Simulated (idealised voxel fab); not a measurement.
process module | voxel transistor to metal
It is cross-section cut that appears here, measuring 285 nm in width, its square cells being 5 nm in size.
Cross-section = grid of square cells, listed top down in bands; band = one or more rows. It is stipulated that each band's entry specify, in nanometres, the height of the top of the band and then that of its bottom, followed by the materials of the band in left-to-right sequence, each together with its width in nanometres. A single material marked by the word "full width" is understood to fill the band from edge to edge; the word "empty" is understood to denote empty space. Heights are measured from 0, the level below which the as-received wafer is all one material; the lowest band has no bottom and continues downward, written as in "0..down". A two-number width, for instance "30->40", indicates that the width is equal to the first number in the top row of the band and to the second number in the bottom row, and that it changes by a constant amount per row of cells. Where the words "all unchanged" appear for a step, the cross-section shows no cell changed by that step; every cell remained as before. Basically, "Entrapped voids" tells you about the enclosed voids: empty spaces with no open way to the top, 8 cells or bigger, each written width x height at distance, where distance is from the left edge, all in nm. Note: text after step settings on the step line = simulator remark on that step. The line of a step may include "overlay nm". On a step with a mask, this value is how far to the right of its planned place the mask lay. A negative value means the mask lay to the left.

-- The following list gives the planned process steps
- 1: RECEIVE [material Si]
- 2: OXIDIZE [depth nm 5]
- 3: CONFORMAL_DEP [material SiN] [thk nm 10]
- 4: PATTERN [tone cover] [mask id ACTIVE] [material resist] [width nm 110] [pitch nm 135] [thk nm 20] [overlay nm 0]
- 5: DIRECTIONAL_ETCH [etch materials SiN] [depth nm 10]
- 6: DIRECTIONAL_ETCH [etch materials SiO2] [depth nm 5]
- 7: DIRECTIONAL_ETCH [etch materials Si] [depth nm 30]
- 8: STRIP [etch materials resist]
- 9: OXIDIZE [depth nm 5]
- 10: FILL_DEP [material SiO2] [thk nm 10]
- 11: CMP [height nm 10]
- 12: SELECTIVE_ETCH [etch materials SiO2] [depth nm 10]
- 13: STRIP [etch materials SiN]
- 14: SELECTIVE_ETCH [etch materials SiO2] [depth nm 5]
- 15: OXIDIZE [depth nm 5]
- 16: DIRECTIONAL_DEP [material polySi] [thk nm 30]
- 17: DIRECTIONAL_DEP [material SiCN] [thk nm 15]
- 18: PATTERN [tone cover] [mask id GATE] [material resist] [width nm 30] [pitch nm 135] [thk nm 20] [overlay nm 0]
- 19: DIRECTIONAL_ETCH [etch materials SiCN] [depth nm 25]
- 20: DIRECTIONAL_ETCH [etch materials polySi] [depth nm 40]
- 21: STRIP [etch materials resist]
- 22: CONFORMAL_DEP [material SiO2] [thk nm 5]
- 23: DIRECTIONAL_ETCH [etch materials SiO2] [depth nm 5]
- 24: CONFORMAL_DEP [material SiN] [thk nm 10]
- 25: DIRECTIONAL_ETCH [etch materials SiN] [depth nm 10]
- 26: DIRECTIONAL_ETCH [etch materials SiO2] [depth nm 5]
- 27: DIRECTIONAL_ETCH [etch materials Si] [depth nm 10]
- 28: EPI [material pSi] [thk nm 10]
- 29: FILL_DEP [material SiO2] [thk nm 5]
- 30: CMP [height nm 25]
- 31: STRIP [etch materials polySi]
- 32: SELECTIVE_ETCH [etch materials SiO2] [depth nm 5]
- 33: CONFORMAL_DEP [material HfO2] [thk nm 5]
- 34: CONFORMAL_DEP [material TiN] [thk nm 5]
- 35: FILL_DEP [material W] [thk nm 10]
- 36: CMP [height nm 20]
- 37: DIRECTIONAL_DEP [material SiO2] [thk nm 10]
- 38: MASKED_ETCH [tone open] [mask id CONTACT] [width nm 15] [etch materials SiO2] [depth nm 40] [overlay nm 0]
- 39: CONFORMAL_DEP [material TiN] [thk nm 5]
- 40: FILL_DEP [material Ru] [thk nm 10]
- 41: CMP [height nm 30]
- 42: CONFORMAL_DEP [material SiN] [thk nm 5]
- 43: DIRECTIONAL_DEP [material lowk] [thk nm 20]
- 44: MASKED_ETCH [tone open] [mask id METAL_1] [width nm 15] [etch materials lowk] [depth nm 20] [overlay nm 0]
- 45: MASKED_ETCH [tone open] [mask id METAL_1] [width nm 15] [etch materials SiN] [depth nm 5] [overlay nm 0]
- 46: CONFORMAL_DEP [material TiN] [thk nm 5]
- 47: FILL_DEP [material Ru] [thk nm 10]
- 48: CMP [height nm 55]
- 49: CONFORMAL_DEP [material SiCN] [thk nm 5]
- 50: DIRECTIONAL_DEP [material lowk] [thk nm 30]
- 51: PATTERN [tone open] [mask id METAL_2] [material resist] [width nm 15] [pitch nm 135] [thk nm 15] [overlay nm 0]
- 52: DIRECTIONAL_ETCH [etch materials lowk] [depth nm 20]
- 53: STRIP [etch materials resist]
- 54: MASKED_ETCH [tone open] [mask id METAL_2_HOLES] [width nm 15] [pitch nm 135] [etch materials lowk] [depth nm 10] [overlay nm 0]
- 55: MASKED_ETCH [tone open] [mask id METAL_2_HOLES] [width nm 15] [pitch nm 135] [etch materials SiCN] [depth nm 5] [overlay nm 0]
- 56: CONFORMAL_DEP [material TiN] [thk nm 5]
- 57: FILL_DEP [material Cu] [thk nm 10]
- 58: CMP [height nm 90]
- 59: CONFORMAL_DEP [material SiCN] [thk nm 5]

-- Here's what the wafer looked like in cross-section when it arrived - that's after step 1
0..down = Si full width
Entrapped voids: none

-- End-of-module XS, first of two wafers, run as planned
95..90 = SiCN full width
90..60 = lowk (30), then TiN (5), then Cu (5), then TiN (5), then lowk (120), then TiN (5), then Cu (5), then TiN (5), then lowk (105)
60..55 = SiCN (30), then TiN (15), then SiCN (120), then TiN (15), then SiCN (105)
55..35 = lowk (30), then TiN (5), then Ru (5), then TiN (5), then lowk (60), then TiN (5), then Ru (5), then TiN (5), then lowk (45), then TiN (5), then Ru (5), then TiN (5), then lowk (60), then TiN (5), then Ru (5), then TiN (5), then lowk (30)
35..30 = SiN (30), then TiN (15), then SiN (60), then TiN (15), then SiN (45), then TiN (15), then SiN (60), then TiN (15), then SiN (30)
30..20 = SiO2 (30), then TiN (5), then Ru (5), then TiN (5), then SiO2 (60), then TiN (5), then Ru (5), then TiN (5), then SiO2 (45), then TiN (5), then Ru (5), then TiN (5), then SiO2 (60), then TiN (5), then Ru (5), then TiN (5), then SiO2 (30)
20..5 = SiO2 (30), then TiN (5), then Ru (5), then TiN (5), then SiN (10), then HfO2 (5), then TiN (5), then W (20), then TiN (5), then HfO2 (5), then SiN (10), then TiN (5), then Ru (5), then TiN (5), then SiO2 (45), then TiN (5), then Ru (5), then TiN (5), then SiN (10), then HfO2 (5), then TiN (5), then W (20), then TiN (5), then HfO2 (5), then SiN (10), then TiN (5), then Ru (5), then TiN (5), then SiO2 (30)
5..0 = SiO2 (30), then TiN (15), then SiN (10), then HfO2 (5), then TiN (5), then W (20), then TiN (5), then HfO2 (5), then SiN (10), then TiN (15), then SiO2 (45), then TiN (15), then SiN (10), then HfO2 (5), then TiN (5), then W (20), then TiN (5), then HfO2 (5), then SiN (10), then TiN (15), then SiO2 (30)
0..-5 = SiO2 (30), then TiN (5), then pSi (10), then SiN (10), then HfO2 (5), then TiN (30), then HfO2 (5), then SiN (10), then pSi (10), then TiN (5), then SiO2 (45), then TiN (5), then pSi (10), then SiN (10), then HfO2 (5), then TiN (30), then HfO2 (5), then SiN (10), then pSi (10), then TiN (5), then SiO2 (30)
-5..-10 = SiO2 (30), then TiN (5), then pSi (10), then SiO2 (10), then HfO2 (40), then SiO2 (10), then pSi (10), then TiN (5), then SiO2 (45), then TiN (5), then pSi (10), then SiO2 (10), then HfO2 (40), then SiO2 (10), then pSi (10), then TiN (5), then SiO2 (30)
-10..-20 = SiO2 (25), then pSi (20), then Si (60), then pSi (20), then SiO2 (35), then pSi (20), then Si (60), then pSi (20), then SiO2 (25)
-20..-40 = SiO2 (25), then Si (100), then SiO2 (35), then Si (100), then SiO2 (25)
-40..down = Si full width
Entrapped voids: none

-- Second of two wafers, module complete, sectioned: it shares the first wafer's start and plan but was run with one mistake
95..90 = SiCN full width
90..60 = lowk (30), then TiN (5), then Cu (5), then TiN (5), then lowk (120), then TiN (5), then Cu (5), then TiN (5), then lowk (105)
60..55 = SiCN (30), then TiN (15), then SiCN (120), then TiN (15), then SiCN (105)
55..40 = lowk (30), then TiN (5), then Ru (5), then TiN (5), then lowk (60), then TiN (5), then Ru (5), then TiN (5), then lowk (45), then TiN (5), then Ru (5), then TiN (5), then lowk (60), then TiN (5), then Ru (5), then TiN (5), then lowk (30)
40..35 = lowk (30), then TiN (15), then lowk (60), then TiN (15), then lowk (45), then TiN (15), then lowk (60), then TiN (15), then lowk (30)
35..30 = Ru full width
30..20 = SiO2 (30), then TiN (5), then Ru (5), then TiN (5), then SiO2 (60), then TiN (5), then Ru (5), then TiN (5), then SiO2 (45), then TiN (5), then Ru (5), then TiN (5), then SiO2 (60), then TiN (5), then Ru (5), then TiN (5), then SiO2 (30)
20..5 = SiO2 (30), then TiN (5), then Ru (5), then TiN (5), then SiN (10), then HfO2 (5), then TiN (5), then W (20), then TiN (5), then HfO2 (5), then SiN (10), then TiN (5), then Ru (5), then TiN (5), then SiO2 (45), then TiN (5), then Ru (5), then TiN (5), then SiN (10), then HfO2 (5), then TiN (5), then W (20), then TiN (5), then HfO2 (5), then SiN (10), then TiN (5), then Ru (5), then TiN (5), then SiO2 (30)
5..0 = SiO2 (30), then TiN (15), then SiN (10), then HfO2 (5), then TiN (5), then W (20), then TiN (5), then HfO2 (5), then SiN (10), then TiN (15), then SiO2 (45), then TiN (15), then SiN (10), then HfO2 (5), then TiN (5), then W (20), then TiN (5), then HfO2 (5), then SiN (10), then TiN (15), then SiO2 (30)
0..-5 = SiO2 (30), then TiN (5), then pSi (10), then SiN (10), then HfO2 (5), then TiN (30), then HfO2 (5), then SiN (10), then pSi (10), then TiN (5), then SiO2 (45), then TiN (5), then pSi (10), then SiN (10), then HfO2 (5), then TiN (30), then HfO2 (5), then SiN (10), then pSi (10), then TiN (5), then SiO2 (30)
-5..-10 = SiO2 (30), then TiN (5), then pSi (10), then SiO2 (10), then HfO2 (40), then SiO2 (10), then pSi (10), then TiN (5), then SiO2 (45), then TiN (5), then pSi (10), then SiO2 (10), then HfO2 (40), then SiO2 (10), then pSi (10), then TiN (5), then SiO2 (30)
-10..-20 = SiO2 (25), then pSi (20), then Si (60), then pSi (20), then SiO2 (35), then pSi (20), then Si (60), then pSi (20), then SiO2 (25)
-20..-40 = SiO2 (25), then Si (100), then SiO2 (35), then Si (100), then SiO2 (25)
-40..down = Si full width
Entrapped voids: none
Nonconformance to the process plan: step 42: run off-plan, actual operation and settings CONFORMAL_DEP [material Ru] [thk nm 5]
Cell-count delta at end, second wafer over first, by material: Ru +53 | SiN -45 | TiN -8
